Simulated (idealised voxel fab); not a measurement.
Title: Process Module voxel wiring stack
It is cross-section cut that appears here, measuring 260 nm in width, its square cells being 5 nm in size.
Cross-sections here: square-cell grids, written as top-down lists of bands, a band being one or more rows of cells.
Top height, bottom height, nm. Materials left to right, width each, nm. Single material + "everywhere" = fills band edge to edge. "air" = empty.
It should be noted that heights are counted from 0, beneath which the wafer as supplied is of one material throughout, and that the lowest band possesses no lower boundary but continues downward, as written in "from 0 down".
Read "30->40" as a graded width: first number on top, second number at the bottom, same change between each pair of neighbouring rows.
Basically "no alteration" means that step didn't change any cell in the cross-section.
Empty spaces counting at least 8 cells and having no open way to the top are listed in "Sealed voids". The notation width x height at distance is used for each, the distance being from the left edge and all three values in nm.
Read whatever lies past the settings on a step's line as the simulator's own remark about the step.
Among the settings permitted on a step's line is "overlay nm"; applied to a step with a mask, it specifies the extent to which the mask lay to the right of its planned position, whereas a negative figure signifies a position to the left.
[Here's what the planned process steps look like]
1. RECEIVE: material Si
2. CONFORMAL_DEP: material SiO2, thk nm 15
3. CONFORMAL_DEP: material SiN, thk nm 5
4. DIRECTIONAL_DEP: material SiO2, thk nm 15
5. PATTERN: tone open, mask id METAL_1, material resist, width nm 30, pitch nm 60, thk nm 15, overlay nm 0
6. DIRECTIONAL_ETCH: etch materials SiO2, depth nm 15
7. DIRECTIONAL_ETCH: etch materials SiN, depth nm 5
8. STRIP: etch materials resist
9. CONFORMAL_DEP: material TiN, thk nm 5
10. FILL_DEP: material W, thk nm 5
11. CMP: height nm 35
12. EPI: material Ru, thk nm 5
13. FILL_DEP: material SiCN, thk nm 5
14. DIRECTIONAL_DEP: material lowk, thk nm 30
15. DIRECTIONAL_DEP: material aC, thk nm 10
16. PATTERN: tone open, mask id METAL_2, material resist, width nm 30, pitch nm 60, thk nm 25, overlay nm 0
17. DIRECTIONAL_ETCH: etch materials aC, depth nm 10
18. STRIP: etch materials resist
19. DIRECTIONAL_ETCH: etch materials lowk, depth nm 20
20. STRIP: etch materials aC
21. DIRECTIONAL_DEP: material aC, thk nm 15
22. PATTERN: tone open, mask id METAL_2_HOLES, material resist, width nm 15, pitch nm 120, thk nm 30, overlay nm 0
23. DIRECTIONAL_ETCH: etch materials aC, depth nm 15
24. STRIP: etch materials resist
25. DIRECTIONAL_ETCH: etch materials lowk, depth nm 10
26. DIRECTIONAL_ETCH: etch materials SiCN, depth nm 5
27. STRIP: etch materials aC
28. CONFORMAL_DEP: material TiN, thk nm 5
29. FILL_DEP: material Cu, thk nm 5
30. CMP: height nm 75
31. CONFORMAL_DEP: material SiCN, thk nm 5
32. DIRECTIONAL_DEP: material lowk, thk nm 15
33. MASKED_ETCH: tone open, mask id PLUG_2, width nm 15, pitch nm 120, etch materials lowk, depth nm 15, overlay nm 0
34. MASKED_ETCH: tone open, mask id PLUG_2, width nm 15, pitch nm 120, etch materials SiCN, depth nm 5, overlay nm 0
35. EPI: material Ru, thk nm 10
36. EPI: material Ru, thk nm 10
37. DIRECTIONAL_DEP: material TiN, thk nm 5
38. DIRECTIONAL_DEP: material Ru, thk nm 25
39. MASKED_ETCH: tone cover, mask id METAL_3, width nm 30, pitch nm 60, etch materials Ru, depth nm 25, overlay nm 0
40. MASKED_ETCH: tone cover, mask id METAL_3, width nm 30, pitch nm 60, etch materials TiN, depth nm 5, overlay nm 0
41. CONFORMAL_DEP: material SiN, thk nm 5
42. FILL_DEP: material SiO2, thk nm 5
43. CMP: height nm 125
44. CONFORMAL_DEP: material SiN, thk nm 5
[As-received state of the wafer in cross-section, equivalent to post-step 1]
    from 0 down  Si everywhere
    Sealed voids: none
[The module was run from the start shown above using the plan shown above, but one mistake was made doing it; the resulting wafer cross-section is below]
    from 130 to 125  SiN everywhere
    from 125 to 100  50 SiO2, 5 SiN, 30 Ru, 5 SiN, 20 SiO2, 5 SiN, 30 Ru, 5 SiN, 20 SiO2, 5 SiN, 30 Ru, 5 SiN, 50 SiO2
    from 100 to 95  55 SiN, 30 TiN, 30 SiN, 30 TiN, 30 SiN, 30 TiN, 55 SiN
    from 95 to 80  55 lowk, 15 Ru, 105 lowk, 15 Ru, 70 lowk
    from 80 to 75  55 SiCN, 15 Ru, 105 SiCN, 15 Ru, 70 SiCN
    from 75 to 60  55 lowk, 5 TiN, 20 Cu, 5 TiN, 30 lowk, 5 TiN, 20 Cu, 5 TiN, 30 lowk, 5 TiN, 20 Cu, 5 TiN, 55 lowk
    from 60 to 55  55 lowk, 5 TiN, 5 Cu, 20 TiN, 30 lowk, 30 TiN, 30 lowk, 5 TiN, 5 Cu, 20 TiN, 55 lowk
    from 55 to 45  55 lowk, 5 TiN, 5 Cu, 5 TiN, 105 lowk, 5 TiN, 5 Cu, 5 TiN, 70 lowk
    from 45 to 40  55 SiCN, 15 TiN, 105 SiCN, 15 TiN, 70 SiCN
    from 40 to 35  Ru everywhere
    from 35 to 30  60 TiN, 20 W, 40 TiN, 20 W, 40 TiN, 20 W, 60 TiN
    from 30 to 20  55 SiO2, 5 TiN, 20 W, 5 TiN, 30 SiO2, 5 TiN, 20 W, 5 TiN, 30 SiO2, 5 TiN, 20 W, 5 TiN, 55 SiO2
    from 20 to 15  55 SiO2, 30 TiN, 30 SiO2, 30 TiN, 30 SiO2, 30 TiN, 55 SiO2
    from 15 to 0  SiO2 everywhere
    from 0 down  Si everywhere
    Sealed voids: none
Processing error: the plan's step 3 was left out and never carried out
